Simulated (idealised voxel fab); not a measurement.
The following process module bears the name voxel ribs on slabs.
Square cell edge 5 nm, section width 175 nm, ID cut.
Square cells in a grid make up a cross-section in this document, and the grid is given as bands, listed from the top down, each one or more rows of cells. For a band, the entry starts with two heights in nm, that of the top and then that of the bottom, and carries on with the band's materials in order from left to right, each alongside its width in nm; the word "everywhere" beside a single material means it fills the band edge to edge, and "air" means empty space. Height is counted from the level 0, under which the received wafer is composed throughout of one material. The lowest of the bands is not closed at the bottom but continues downward, in the notation "0 -> down". Width: "30->40" (first number = top row, second number = bottom row, same change from row to row of cells). "nothing different" after a step means that no cell of the cross-section changed. Listed in "Enclosed void inventory": every empty space of 8 or more cells without an open way to the top. Form: width x height at distance, the distance being from the left edge, all in nm. Step line, after settings: the simulator's comment on this step. overlay nm: step with mask; distance mask lay right of planned place; negative value = left of planned place.
The steps planned for the process are as follows:
step 1: RECEIVE,material Si
step 2: DIRECTIONAL_DEP,material SiO2,thk nm 25
step 3: DIRECTIONAL_DEP,material SiN,thk nm 15
step 4: MASKED_ETCH,tone cover,mask id RIB,width nm 30,etch materials SiN,depth nm 10,overlay nm 0
step 5: DIRECTIONAL_DEP,material aC,thk nm 10
step 6: PATTERN,tone cover,mask id SLAB,material resist,width nm 60,thk nm 30,overlay nm 0
step 7: DIRECTIONAL_ETCH,etch materials aC,depth nm 10
step 8: STRIP,etch materials resist
step 9: DIRECTIONAL_ETCH,etch materials SiN,depth nm 5
step 10: STRIP,etch materials aC
step 11: FILL_DEP,material SiO2,thk nm 20
step 12: CMP,height nm 55
step 13: DIRECTIONAL_DEP,material TiN,thk nm 10
step 14: MASKED_ETCH,tone cover,mask id HEATER,width nm 40,etch materials TiN,depth nm 10,overlay nm 0
step 15: CONFORMAL_DEP,material SiN,thk nm 10
Shown in cross-section is the wafer as received, that is, as it stands after step 1:
* 0 -> down | Si everywhere
* Enclosed void inventory: none
First wafer of two, sectioned at end of module; run went per plan:
* 75 -> 65 | 55 air; 60 SiN; 60 air
* 65 -> 55 | 65 SiN; 40 TiN; 70 SiN
* 55 -> 40 | SiO2 everywhere
* 40 -> 30 | 70 SiO2; 30 SiN; 75 SiO2
* 30 -> 25 | 55 SiO2; 60 SiN; 60 SiO2
* 25 -> 0 | SiO2 everywhere
* 0 -> down | Si everywhere
* Enclosed void inventory: none
Cross-section, second wafer: same start as the first, same plan as the first, one mistake in running it; taken at the end of the module:
* 65 -> 55 | 65 air; 40 TiN; 70 air
* 55 -> 40 | SiO2 everywhere
* 40 -> 30 | 70 SiO2; 30 SiN; 75 SiO2
* 30 -> 25 | 55 SiO2; 60 SiN; 60 SiO2
* 25 -> 0 | SiO2 everywhere
* 0 -> down | Si everywhere
* Enclosed void inventory: none
Run error: step 15 in the plan did not get run; it was skipped
Final tally in cells, some materials are higher or lower on the second wafer than on the first: SiN -78
